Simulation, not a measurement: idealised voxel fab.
process module | voxel released beams
cross-section cut | 180 nm wide | cells 5 nm
A cross-section is a grid of square cells, given in bands from the top down. A band is one or more rows of cells.
Each band's line starts with the height of the band's top and of its bottom, in nm. Then come its materials from left to right, each with its width in nm. One material with "throughout" fills the band from edge to edge. "air" is empty space.
Height 0 is the level under which the wafer as received is all one material. The lowest band goes on downwards, as in "0 down".
A width such as "30 to 40" changes by the same amount from each row of cells to the next, from the band's top row to its bottom row.
"no change" after a step means that no cell of the cross-section changed.
closed voids: empty space of 8 cells or more with no open way to the top, each as width x height at its distance from the left edge, in nm
after a step's settings: what the simulator itself notes on the step
overlay nm, on a step with a mask: how far to the right of its planned place the mask lay; to the left if negative
Each pair below shows a cross-section before one step and the cross-section after it, down to the lowest band that changed. The line under each pair gives the step between them, with its settings. The pairs can come from different runs of this module on the same starting wafer, so a pair continues from the pair above only where its "before" says so.
before
  0 down: Si throughout
  closed voids: none
after
  10 to 0: SiN throughout
  below 0: unchanged
  closed voids: none
the step between: op CONFORMAL_DEP | material SiN | thk nm 10
before: the cross-section after the pair above
after
  30 to 10: SiO2 throughout
  below 10: unchanged
  closed voids: none
the step between: op DIRECTIONAL_DEP | material SiO2 | thk nm 20
before: the cross-section after the pair above
after
  45 to 30: resist 40 | air 35 | resist 105
  below 30: unchanged
  closed voids: none
the step between: op PATTERN | tone open | mask id ANCHOR | material resist | width nm 35 | thk nm 15 | overlay nm 0
before: the cross-section after the pair above
after
  45 to 30: resist 40 | air 35 | resist 105
  30 to 10: SiO2 40 | air 35 | SiO2 105
  below 10: unchanged
  closed voids: none
the step between: op DIRECTIONAL_ETCH | etch materials SiO2 | depth nm 20
before: the cross-section after the pair above
after
  30 to 10: SiO2 40 | air 35 | SiO2 105
  below 10: unchanged
  closed voids: none
the step between: op STRIP | etch materials resist
before: the cross-section after the pair above
after
  45 to 30: TiN 55 | air 5 | TiN 120
  30 to 25: SiO2 40 | TiN 15 | air 5 | TiN 15 | SiO2 105
  25 to 10: SiO2 40 | TiN 35 | SiO2 105
  below 10: unchanged
  closed voids: none
the step between: op CONFORMAL_DEP | material TiN | thk nm 15
before: the cross-section after the pair above
after
  60 to 45: aC 55 | air 5 | aC 120
  45 to 40: TiN 55 | air 5 | TiN 120
  40 to 30: TiN 55 | aC 5 | TiN 120
  30 to 25: SiO2 40 | TiN 15 | aC 5 | TiN 15 | SiO2 105
  below 25: unchanged
  closed voids: none
the step between: op DIRECTIONAL_DEP | material aC | thk nm 15
before: the cross-section after the pair above
after
  90 to 60: air 35 | resist 100 | air 45
  60 to 45: aC 55 | resist 5 | aC 120
  45 to 40: TiN 55 | resist 5 | TiN 120
  below 40: unchanged
  closed voids: none
the step between: op PATTERN | tone cover | mask id BEAM | material resist | width nm 100 | thk nm 30 | overlay nm 0
before: the cross-section after the pair above
after
  75 to 60: air 35 | resist 100 | air 45
  60 to 45: air 35 | aC 20 | resist 5 | aC 75 | air 45
  below 45: unchanged
  closed voids: none
the step between: op DIRECTIONAL_ETCH | etch materials aC | depth nm 15
before: the cross-section after the pair above
after
  60 to 45: air 35 | aC 20 | air 5 | aC 75 | air 45
  45 to 40: TiN 55 | air 5 | TiN 120
  below 40: unchanged
  closed voids: none
the step between: op STRIP | etch materials resist
before: the cross-section after the pair above
after
  60 to 45: air 35 | aC 20 | air 5 | aC 75 | air 45
  45 to 40: air 35 | TiN 20 | air 5 | TiN 75 | air 45
  40 to 30: air 35 | TiN 20 | aC 5 | TiN 75 | air 45
  below 30: unchanged
  closed voids: none
the step between: op DIRECTIONAL_ETCH | etch materials TiN | depth nm 15
before: the cross-section after the pair above
after
  45 to 30: air 35 | TiN 20 | air 5 | TiN 75 | air 45
  30 to 25: SiO2 40 | TiN 15 | air 5 | TiN 15 | SiO2 105
  below 25: unchanged
  closed voids: none
the step between: op STRIP | etch materials aC
before: the cross-section after the pair above
after
  45 to 30: air 35 | TiN 20 | air 5 | TiN 75 | air 45
  30 to 25: air 40 | TiN 15 | air 5 | TiN 15 | air 105
  25 to 10: air 40 | TiN 35 | air 105
  below 10: unchanged
  closed voids: none
the step between: op STRIP | etch materials SiO2
before
  0 down: Si throughout
  closed voids: none
after
  20 to 0: SiO2 throughout
  below 0: unchanged
  closed voids: none
the step between: op DIRECTIONAL_DEP | material SiO2 | thk nm 20
before: the cross-section after the pair above
after
  35 to 20: resist 40 | air 35 | resist 105
  below 20: unchanged
  closed voids: none
the step between: op PATTERN | tone open | mask id ANCHOR | material resist | width nm 35 | thk nm 15 | overlay nm 0
before: the cross-section after the pair above
after
  35 to 20: resist 40 | air 35 | resist 105
  20 to 0: SiO2 40 | air 35 | SiO2 105
  below 0: unchanged
  closed voids: none
the step between: op DIRECTIONAL_ETCH | etch materials SiO2 | depth nm 20
before: the cross-section after the pair above
after
  20 to 0: SiO2 40 | air 35 | SiO2 105
  below 0: unchanged
  closed voids: none
the step between: op STRIP | etch materials resist
before: the cross-section after the pair above
after
  35 to 20: TiN 55 | air 5 | TiN 120
  20 to 15: SiO2 40 | TiN 15 | air 5 | TiN 15 | SiO2 105
  15 to 0: SiO2 40 | TiN 35 | SiO2 105
  below 0: unchanged
  closed voids: none
the step between: op CONFORMAL_DEP | material TiN | thk nm 15
before: the cross-section after the pair above
after
  50 to 35: aC 55 | air 5 | aC 120
  35 to 30: TiN 55 | air 5 | TiN 120
  30 to 20: TiN 55 | aC 5 | TiN 120
  20 to 15: SiO2 40 | TiN 15 | aC 5 | TiN 15 | SiO2 105
  below 15: unchanged
  closed voids: none
the step between: op DIRECTIONAL_DEP | material aC | thk nm 15
before: the cross-section after the pair above
after
  80 to 50: air 35 | resist 100 | air 45
  50 to 35: aC 55 | resist 5 | aC 120
  35 to 30: TiN 55 | resist 5 | TiN 120
  below 30: unchanged
  closed voids: none
the step between: op PATTERN | tone cover | mask id BEAM | material resist | width nm 100 | thk nm 30 | overlay nm 0
before: the cross-section after the pair above
after
  65 to 50: air 35 | resist 100 | air 45
  50 to 35: air 35 | aC 20 | resist 5 | aC 75 | air 45
  below 35: unchanged
  closed voids: none
the step between: op DIRECTIONAL_ETCH | etch materials aC | depth nm 15
before: the cross-section after the pair above
after
  50 to 35: air 35 | aC 20 | air 5 | aC 75 | air 45
  35 to 30: TiN 55 | air 5 | TiN 120
  below 30: unchanged
  closed voids: none
the step between: op STRIP | etch materials resist
before: the cross-section after the pair above
after
  50 to 35: air 35 | aC 20 | air 5 | aC 75 | air 45
  35 to 30: air 35 | TiN 20 | air 5 | TiN 75 | air 45
  30 to 20: air 35 | TiN 20 | aC 5 | TiN 75 | air 45
  below 20: unchanged
  closed voids: none
the step between: op DIRECTIONAL_ETCH | etch materials TiN | depth nm 15
before: the cross-section after the pair above
after
  35 to 20: air 35 | TiN 20 | air 5 | TiN 75 | air 45
  20 to 15: SiO2 40 | TiN 15 | air 5 | TiN 15 | SiO2 105
  below 15: unchanged
  closed voids: none
the step between: op STRIP | etch materials aC
before: the cross-section after the pair above
after
  35 to 20: air 35 | TiN 20 | air 5 | TiN 75 | air 45
  20 to 15: air 40 | TiN 15 | air 5 | TiN 15 | air 105
  15 to 0: air 40 | TiN 35 | air 105
  below 0: unchanged
  closed voids: none
the step between: op STRIP | etch materials SiO2
before
  45 to 30: TiN 55 | air 5 | TiN 120
  30 to 25: SiO2 40 | TiN 15 | air 5 | TiN 15 | SiO2 105
  25 to 10: SiO2 40 | TiN 35 | SiO2 105
  10 to 0: SiN throughout
  0 down: Si throughout
  closed voids: none
after
  60 to 30: TiN throughout
  30 to 10: SiO2 40 | TiN 35 | SiO2 105
  below 10: unchanged
  closed voids: none
the step between: op CONFORMAL_DEP | material TiN | thk nm 15
before: the cross-section after the pair above
after
  75 to 60: aC throughout
  below 60: unchanged
  closed voids: none
the step between: op DIRECTIONAL_DEP | material aC | thk nm 15
before: the cross-section after the pair above
after
  105 to 75: air 35 | resist 100 | air 45
  below 75: unchanged
  closed voids: none
the step between: op PATTERN | tone cover | mask id BEAM | material resist | width nm 100 | thk nm 30 | overlay nm 0
before: the cross-section after the pair above
after
  90 to 75: air 35 | resist 100 | air 45
  75 to 60: air 35 | aC 100 | air 45
  below 60: unchanged
  closed voids: none
the step between: op DIRECTIONAL_ETCH | etch materials aC | depth nm 15
before: the cross-section after the pair above
after
  75 to 60: air 35 | aC 100 | air 45
  below 60: unchanged
  closed voids: none
the step between: op STRIP | etch materials resist
before: the cross-section after the pair above
after
  75 to 60: air 35 | aC 100 | air 45
  60 to 45: air 35 | TiN 100 | air 45
  below 45: unchanged
  closed voids: none
the step between: op DIRECTIONAL_ETCH | etch materials TiN | depth nm 15
before: the cross-section after the pair above
after
  60 to 45: air 35 | TiN 100 | air 45
  below 45: unchanged
  closed voids: none
the step between: op STRIP | etch materials aC
before
  20 to 0: SiO2 throughout
  0 down: Si throughout
  closed voids: none
after
  30 to 20: SiN throughout
  below 20: unchanged
  closed voids: none
the step between: op CONFORMAL_DEP | material SiN | thk nm 10
before: the cross-section after the pair above
after
  45 to 30: resist 40 | air 35 | resist 105
  below 30: unchanged
  closed voids: none
the step between: op PATTERN | tone open | mask id ANCHOR | material resist | width nm 35 | thk nm 15 | overlay nm 0
before: the cross-section after the pair above
after
  30 to 20: SiN throughout
  below 20: unchanged
  closed voids: none
the step between: op STRIP | etch materials resist
before: the cross-section after the pair above
after
  45 to 30: TiN throughout
  below 30: unchanged
  closed voids: none
the step between: op CONFORMAL_DEP | material TiN | thk nm 15
before: the cross-section after the pair above
after
  60 to 45: aC throughout
  below 45: unchanged
  closed voids: none
the step between: op DIRECTIONAL_DEP | material aC | thk nm 15
before: the cross-section after the pair above
after
  90 to 60: air 35 | resist 100 | air 45
  below 60: unchanged
  closed voids: none
the step between: op PATTERN | tone cover | mask id BEAM | material resist | width nm 100 | thk nm 30 | overlay nm 0
before: the cross-section after the pair above
after
  75 to 60: air 35 | resist 100 | air 45
  60 to 45: air 35 | aC 100 | air 45
  below 45: unchanged
  closed voids: none
the step between: op DIRECTIONAL_ETCH | etch materials aC | depth nm 15
before: the cross-section after the pair above
after
  60 to 45: air 35 | aC 100 | air 45
  below 45: unchanged
  closed voids: none
the step between: op STRIP | etch materials resist
before: the cross-section after the pair above
after
  60 to 45: air 35 | aC 100 | air 45
  45 to 30: air 35 | TiN 100 | air 45
  below 30: unchanged
  closed voids: none
the step between: op DIRECTIONAL_ETCH | etch materials TiN | depth nm 15
before: the cross-section after the pair above
after
  45 to 30: air 35 | TiN 100 | air 45
  below 30: unchanged
  closed voids: none
the step between: op STRIP | etch materials aC
before
  30 to 10: SiO2 40 | air 35 | SiO2 105
  10 to 0: SiN throughout
  0 down: Si throughout
  closed voids: none
after
  50 to 30: TiN throughout
  30 to 10: SiO2 40 | TiN 35 | SiO2 105
  below 10: unchanged
  closed voids: none
the step between: op CONFORMAL_DEP | material TiN | thk nm 20
before: the cross-section after the pair above
after
  65 to 50: aC throughout
  below 50: unchanged
  closed voids: none
the step between: op DIRECTIONAL_DEP | material aC | thk nm 15
before: the cross-section after the pair above
after
  95 to 65: air 35 | resist 100 | air 45
  below 65: unchanged
  closed voids: none
the step between: op PATTERN | tone cover | mask id BEAM | material resist | width nm 100 | thk nm 30 | overlay nm 0
before: the cross-section after the pair above
after
  80 to 65: air 35 | resist 100 | air 45
  65 to 50: air 35 | aC 100 | air 45
  below 50: unchanged
  closed voids: none
the step between: op DIRECTIONAL_ETCH | etch materials aC | depth nm 15
before: the cross-section after the pair above
after
  65 to 50: air 35 | aC 100 | air 45
  below 50: unchanged
  closed voids: none
the step between: op STRIP | etch materials resist
before: the cross-section after the pair above
after
  65 to 50: air 35 | aC 100 | air 45
  50 to 35: air 35 | TiN 100 | air 45
  below 35: unchanged
  closed voids: none
the step between: op DIRECTIONAL_ETCH | etch materials TiN | depth nm 15
before: the cross-section after the pair above
after
  50 to 35: air 35 | TiN 100 | air 45
  below 35: unchanged
  closed voids: none
the step between: op STRIP | etch materials aC
before
  60 to 45: aC 55 | air 5 | aC 120
  45 to 40: TiN 55 | air 5 | TiN 120
  40 to 30: TiN 55 | aC 5 | TiN 120
  30 to 25: SiO2 40 | TiN 15 | aC 5 | TiN 15 | SiO2 105
  25 to 10: SiO2 40 | TiN 35 | SiO2 105
  10 to 0: SiN throughout
  0 down: Si throughout
  closed voids: none
after
  90 to 60: air 35 | resist 105 | air 40
  60 to 45: aC 55 | resist 5 | aC 120
  45 to 40: TiN 55 | resist 5 | TiN 120
  below 40: unchanged
  closed voids: none
the step between: op PATTERN | tone cover | mask id BEAM | material resist | width nm 105 | thk nm 30 | overlay nm 0
before: the cross-section after the pair above
after
  75 to 60: air 35 | resist 105 | air 40
  60 to 45: air 35 | aC 20 | resist 5 | aC 80 | air 40
  below 45: unchanged
  closed voids: none
the step between: op DIRECTIONAL_ETCH | etch materials aC | depth nm 15
before: the cross-section after the pair above
after
  60 to 45: air 35 | aC 20 | air 5 | aC 80 | air 40
  45 to 40: TiN 55 | air 5 | TiN 120
  below 40: unchanged
  closed voids: none
the step between: op STRIP | etch materials resist
before: the cross-section after the pair above
after
  60 to 45: air 35 | aC 20 | air 5 | aC 80 | air 40
  45 to 40: air 35 | TiN 20 | air 5 | TiN 80 | air 40
  40 to 30: air 35 | TiN 20 | aC 5 | TiN 80 | air 40
  below 30: unchanged
  closed voids: none
the step between: op DIRECTIONAL_ETCH | etch materials TiN | depth nm 15
before: the cross-section after the pair above
after
  45 to 30: air 35 | TiN 20 | air 5 | TiN 80 | air 40
  30 to 25: SiO2 40 | TiN 15 | air 5 | TiN 15 | SiO2 105
  below 25: unchanged
  closed voids: none
the step between: op STRIP | etch materials aC
before: the cross-section after the pair above
after
  45 to 30: air 35 | TiN 20 | air 5 | TiN 80 | air 40
  30 to 25: air 40 | TiN 15 | air 5 | TiN 15 | air 105
  25 to 10: air 40 | TiN 35 | air 105
  below 10: unchanged
  closed voids: none
the step between: op STRIP | etch materials SiO2
before
  30 to 10: SiO2 throughout
  10 to 0: SiN throughout
  0 down: Si throughout
  closed voids: none
after
  45 to 30: resist 30 | air 35 | resist 115
  below 30: unchanged
  closed voids: none
the step between: op PATTERN | tone open | mask id ANCHOR | material resist | width nm 35 | thk nm 15 | overlay nm -10
before: the cross-section after the pair above
after
  45 to 30: resist 30 | air 35 | resist 115
  30 to 10: SiO2 30 | air 35 | SiO2 115
  below 10: unchanged
  closed voids: none
the step between: op DIRECTIONAL_ETCH | etch materials SiO2 | depth nm 20
before: the cross-section after the pair above
after
  30 to 10: SiO2 30 | air 35 | SiO2 115
  below 10: unchanged
  closed voids: none
the step between: op STRIP | etch materials resist
before: the cross-section after the pair above
after
  45 to 30: TiN 45 | air 5 | TiN 130
  30 to 25: SiO2 30 | TiN 15 | air 5 | TiN 15 | SiO2 115
  25 to 10: SiO2 30 | TiN 35 | SiO2 115
  below 10: unchanged
  closed voids: none
the step between: op CONFORMAL_DEP | material TiN | thk nm 15
before: the cross-section after the pair above
after
  60 to 45: aC 45 | air 5 | aC 130
  45 to 40: TiN 45 | air 5 | TiN 130
  40 to 30: TiN 45 | aC 5 | TiN 130
  30 to 25: SiO2 30 | TiN 15 | aC 5 | TiN 15 | SiO2 115
  below 25: unchanged
  closed voids: none
the step between: op DIRECTIONAL_DEP | material aC | thk nm 15
before: the cross-section after the pair above
after
  90 to 60: air 35 | resist 100 | air 45
  60 to 45: aC 45 | resist 5 | aC 130
  45 to 40: TiN 45 | resist 5 | TiN 130
  below 40: unchanged
  closed voids: none
the step between: op PATTERN | tone cover | mask id BEAM | material resist | width nm 100 | thk nm 30 | overlay nm 0
before: the cross-section after the pair above
after
  75 to 60: air 35 | resist 100 | air 45
  60 to 45: air 35 | aC 10 | resist 5 | aC 85 | air 45
  below 45: unchanged
  closed voids: none
the step between: op DIRECTIONAL_ETCH | etch materials aC | depth nm 15
before: the cross-section after the pair above
after
  60 to 45: air 35 | aC 10 | air 5 | aC 85 | air 45
  45 to 40: TiN 45 | air 5 | TiN 130
  below 40: unchanged
  closed voids: none
the step between: op STRIP | etch materials resist
before: the cross-section after the pair above
after
  60 to 45: air 35 | aC 10 | air 5 | aC 85 | air 45
  45 to 40: air 35 | TiN 10 | air 5 | TiN 85 | air 45
  40 to 30: air 35 | TiN 10 | aC 5 | TiN 85 | air 45
  below 30: unchanged
  closed voids: none
the step between: op DIRECTIONAL_ETCH | etch materials TiN | depth nm 15
before: the cross-section after the pair above
after
  45 to 30: air 35 | TiN 10 | air 5 | TiN 85 | air 45
  30 to 25: SiO2 30 | TiN 15 | air 5 | TiN 15 | SiO2 115
  below 25: unchanged
  closed voids: none
the step between: op STRIP | etch materials aC
before: the cross-section after the pair above
after
  45 to 30: air 35 | TiN 10 | air 5 | TiN 85 | air 45
  30 to 25: air 30 | TiN 15 | air 5 | TiN 15 | air 115
  25 to 10: air 30 | TiN 35 | air 115
  below 10: unchanged
  closed voids: none
the step between: op STRIP | etch materials SiO2
before
  45 to 30: TiN 55 | air 5 | TiN 120
  30 to 25: SiO2 40 | TiN 15 | air 5 | TiN 15 | SiO2 105
  25 to 10: SiO2 40 | TiN 35 | SiO2 105
  10 to 0: SiN throughout
  0 down: Si throughout
  closed voids: none
after
  60 to 45: SiN 55 | air 5 | SiN 120
  45 to 40: TiN 55 | air 5 | TiN 120
  40 to 30: TiN 55 | SiN 5 | TiN 120
  30 to 25: SiO2 40 | TiN 15 | SiN 5 | TiN 15 | SiO2 105
  below 25: unchanged
  closed voids: none
the step between: op DIRECTIONAL_DEP | material SiN | thk nm 15
before: the cross-section after the pair above
after
  90 to 60: air 35 | resist 100 | air 45
  60 to 45: SiN 55 | resist 5 | SiN 120
  45 to 40: TiN 55 | resist 5 | TiN 120
  below 40: unchanged
  closed voids: none
the step between: op PATTERN | tone cover | mask id BEAM | material resist | width nm 100 | thk nm 30 | overlay nm 0
before: the cross-section after the pair above
after
  75 to 60: air 35 | resist 100 | air 45
  below 60: unchanged
  closed voids: none
the step between: op DIRECTIONAL_ETCH | etch materials aC | depth nm 15
before: the cross-section after the pair above
after
  60 to 45: SiN 55 | air 5 | SiN 120
  45 to 40: TiN 55 | air 5 | TiN 120
  below 40: unchanged
  closed voids: none
the step between: op STRIP | etch materials resist
before
  30 to 10: SiO2 throughout
  10 to 0: SiN throughout
  0 down: Si throughout
  closed voids: none
after
  45 to 30: air 40 | resist 35 | air 105
  below 30: unchanged
  closed voids: none
the step between: op PATTERN | tone cover | mask id ANCHOR | material resist | width nm 35 | thk nm 15 | overlay nm 0
before: the cross-section after the pair above
after
  45 to 30: air 40 | resist 35 | air 105
  30 to 10: air 40 | SiO2 35 | air 105
  below 10: unchanged
  closed voids: none
the step between: op DIRECTIONAL_ETCH | etch materials SiO2 | depth nm 20
before: the cross-section after the pair above
after
  30 to 10: air 40 | SiO2 35 | air 105
  below 10: unchanged
  closed voids: none
the step between: op STRIP | etch materials resist
before: the cross-section after the pair above
after
  45 to 30: air 25 | TiN 65 | air 90
  30 to 25: air 25 | TiN 15 | SiO2 35 | TiN 15 | air 90
  25 to 10: TiN 40 | SiO2 35 | TiN 105
  below 10: unchanged
  closed voids: none
the step between: op CONFORMAL_DEP | material TiN | thk nm 15
before: the cross-section after the pair above
after
  60 to 45: air 25 | aC 65 | air 90
  45 to 40: air 25 | TiN 65 | air 90
  40 to 30: aC 25 | TiN 65 | aC 90
  30 to 25: aC 25 | TiN 15 | SiO2 35 | TiN 15 | aC 90
  below 25: unchanged
  closed voids: none
the step between: op DIRECTIONAL_DEP | material aC | thk nm 15
before: the cross-section after the pair above
after
  90 to 60: air 35 | resist 100 | air 45
  60 to 45: air 25 | aC 65 | resist 45 | air 45
  45 to 40: air 25 | TiN 65 | resist 45 | air 45
  below 40: unchanged
  closed voids: none
the step between: op PATTERN | tone cover | mask id BEAM | material resist | width nm 100 | thk nm 30 | overlay nm 0
before: the cross-section after the pair above
after
  75 to 60: air 35 | resist 100 | air 45
  60 to 45: air 35 | aC 55 | resist 45 | air 45
  45 to 40: air 25 | TiN 65 | resist 45 | air 45
  40 to 30: air 25 | TiN 65 | aC 45 | air 45
  30 to 25: air 25 | TiN 15 | SiO2 35 | TiN 15 | aC 45 | air 45
  below 25: unchanged
  closed voids: none
the step between: op DIRECTIONAL_ETCH | etch materials aC | depth nm 15
before: the cross-section after the pair above
after
  60 to 45: air 35 | aC 55 | air 90
  45 to 40: air 25 | TiN 65 | air 90
  below 40: unchanged
  closed voids: none
the step between: op STRIP | etch materials resist
before: the cross-section after the pair above
after
  60 to 45: air 35 | aC 55 | air 90
  45 to 40: air 35 | TiN 55 | air 90
  40 to 30: air 35 | TiN 55 | aC 45 | air 45
  30 to 25: air 25 | TiN 15 | SiO2 35 | TiN 15 | aC 45 | air 45
  25 to 10: air 25 | TiN 15 | SiO2 35 | TiN 60 | air 45
  below 10: unchanged
  closed voids: none
the step between: op DIRECTIONAL_ETCH | etch materials TiN | depth nm 15
before: the cross-section after the pair above
after
  45 to 30: air 35 | TiN 55 | air 90
  30 to 25: air 25 | TiN 15 | SiO2 35 | TiN 15 | air 90
  below 25: unchanged
  closed voids: none
the step between: op STRIP | etch materials aC
